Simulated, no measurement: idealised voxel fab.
Proc. module: voxel self aligned vias
Square cell edge 5 nm, section width 260 nm, ID cut.
For the purposes of this document, a cross-section shall be understood as a grid of square cells, specified as bands listed in top-to-bottom order, each band consisting of one or more rows of cells.
Heights first: top, then bottom, in nm. Then materials, left to right, each with a width in nm. "throughout" on a single material: fills the band edge to edge. "blank": empty space.
Height reference: 0 = level under which incoming wafer is all one material. Lowest band: no bottom, runs on downward, e.g. "top 0, no bottom".
Quick explanation for "30..40": the width changes in equal steps down the rows of cells, from the first number in the band's top row to the second number in its bottom row.
The designation "changes: none", where it is given for a processing step, indicates that no cell of the cross-section was altered in the course of that step.
Reported under the label "Fully enclosed voids" are the empty spaces having no open way to the top and comprising 8 cells or more; the notation for each is width x height at distance, in which the distance is measured from the left edge and all three values are in nm.
On a step's line, text after the settings is the simulator commenting on that step.
If you see "overlay nm" on a step's line and that step has a mask, it's telling you how far right of where it was planned the mask ended up; a negative number means it went left instead.
Planned step list for the process
1. RECEIVE, material Si
2. CONFORMAL_DEP, material SiO2, thk nm 15
3. CONFORMAL_DEP, material SiCN, thk nm 5
4. DIRECTIONAL_DEP, material SiO2, thk nm 30
5. PATTERN, tone open, mask id LINES, material resist, width nm 30, pitch nm 60, thk nm 20, overlay nm 0
6. DIRECTIONAL_ETCH, etch materials SiO2, depth nm 30
7. STRIP, etch materials resist
8. CONFORMAL_DEP, material TiN, thk nm 5
9. FILL_DEP, material Ru, thk nm 10
10. CMP, height nm 50
11. SELECTIVE_ETCH, etch materials W Ru TiN, depth nm 5
12. FILL_DEP, material SiN, thk nm 10
13. CMP, height nm 50
14. DIRECTIONAL_DEP, material SiO2, thk nm 15
15. MASKED_ETCH, tone open, mask id VIAS, width nm 40, pitch nm 60, etch materials SiO2, depth nm 15, overlay nm 0
16. MASKED_ETCH, tone open, mask id VIAS, width nm 40, pitch nm 60, etch materials SiN, depth nm 5, overlay nm 0
17. CONFORMAL_DEP, material TiN, thk nm 5
18. FILL_DEP, material W, thk nm 10
19. CMP, height nm 65
20. CONFORMAL_DEP, material SiCN, thk nm 5
Wafer at receipt (post step 1), cross-section
    top 0, no bottom | Si throughout
    Fully enclosed voids: none
Final wafer profile in cross-section after the module, from the same start and plan as above, with one mistake made during processing
    top 70, bottom 65 | SiCN throughout
    top 65, bottom 55 | 50 of SiO2 | 5 of TiN | 30 of W | 5 of TiN | 20 of SiO2 | 5 of TiN | 30 of W | 5 of TiN | 20 of SiO2 | 5 of TiN | 30 of W | 5 of TiN | 50 of SiO2
    top 55, bottom 50 | 50 of SiO2 | 5 of TiN | 20 of W | 15 of TiN | 20 of SiO2 | 5 of TiN | 20 of W | 15 of TiN | 20 of SiO2 | 5 of TiN | 20 of W | 15 of TiN | 50 of SiO2
    top 50, bottom 45 | 50 of SiO2 | 30 of TiN | 30 of SiO2 | 30 of TiN | 30 of SiO2 | 30 of TiN | 60 of SiO2
    top 45, bottom 25 | 50 of SiO2 | 5 of TiN | 20 of Ru | 5 of TiN | 30 of SiO2 | 5 of TiN | 20 of Ru | 5 of TiN | 30 of SiO2 | 5 of TiN | 20 of Ru | 5 of TiN | 60 of SiO2
    top 25, bottom 20 | 50 of SiO2 | 30 of TiN | 30 of SiO2 | 30 of TiN | 30 of SiO2 | 30 of TiN | 60 of SiO2
    top 20, bottom 15 | SiCN throughout
    top 15, bottom 0 | SiO2 throughout
    top 0, no bottom | Si throughout
    Fully enclosed voids: none
Misprocessing identified: step 5 deviated from plan and actually ran as PATTERN, tone open, mask id LINES, material resist, width nm 30, pitch nm 60, thk nm 20, overlay nm -5
